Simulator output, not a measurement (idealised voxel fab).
The following is a process module called voxel self aligned contacts.
Displayed cross-section: cut, width of 180 nm, square cells sized 5 nm.
Notation: cross-section as square-cell grid; stated in bands, top first, going down; one or more cell rows per band.
Band entry format. Leading values: height of top, height of bottom, nm. Remainder: materials in left-to-right order, each with its width in nm. Special words: "throughout" on a single material, which then fills the band edge to edge; "empty", empty space.
We count height from 0. Below that, the starting wafer is all one material. The lowest band never ends at the bottom but goes on down; see "0 and below" for how that is written.
Width spec "30 to 40" -> top row of cells at first value, bottom row at second value, equal per-row change in between.
It should be understood that the words "nothing changed", when stated for a given step, signify that the cross-section underwent no change in any of its cells during that step.
The label "Closed void table" introduces a list of the empty spaces, 8 cells or larger, that have no open way up to the top; each entry in it reads width x height at distance, where the distance is taken from the left edge and all three are stated in nm.
Formally, on a step line, whatever follows the settings is a remark that the simulator itself makes on the step.
On any step carrying a mask, the "overlay nm" setting, if present on the step's line, tells how far right of its planned place the mask lay; negative values point to the left.

**plan**
1. RECEIVE,material Si
2. OXIDIZE,depth nm 5
3. DIRECTIONAL_DEP,material polySi,thk nm 20
4. DIRECTIONAL_DEP,material SiN,thk nm 20
5. MASKED_ETCH,tone cover,mask id GATE,width nm 25,pitch nm 60,etch materials SiN,depth nm 20,overlay nm 0
6. MASKED_ETCH,tone cover,mask id GATE,width nm 25,pitch nm 60,etch materials polySi,depth nm 20,overlay nm 0
7. CONFORMAL_DEP,material SiN,thk nm 5
8. DIRECTIONAL_ETCH,etch materials SiN,depth nm 5
9. FILL_DEP,material SiO2,thk nm 15
10. CMP,height nm 45
11. PATTERN,tone open,mask id CONTACT,material resist,width nm 45,pitch nm 60,thk nm 15,overlay nm 0
12. DIRECTIONAL_ETCH,etch materials SiO2,depth nm 50
13. STRIP,etch materials resist
14. CONFORMAL_DEP,material TiN,thk nm 5
15. FILL_DEP,material Ru,thk nm 10
16. CMP,height nm 45
17. CONFORMAL_DEP,material SiCN,thk nm 5

**Step 1 complete: cross-section of the wafer as received**
- 0 and below  Si throughout
- Closed void table: none

**End-of-module cross-section. Starting structure and process plan as above; one mistake made in running it**
- 50 down to 45  SiCN throughout
- 45 down to 40  10 of SiO2 | 35 of SiN | 25 of TiN | 35 of SiN | 25 of TiN | 35 of SiN | 15 of SiO2
- 40 down to 20  SiN throughout
- 20 down to 0  polySi throughout
- 0 down to -5  SiO2 throughout
- -5 and below  Si throughout
- Closed void table: none
Processing error: plan step 4 was twice executed
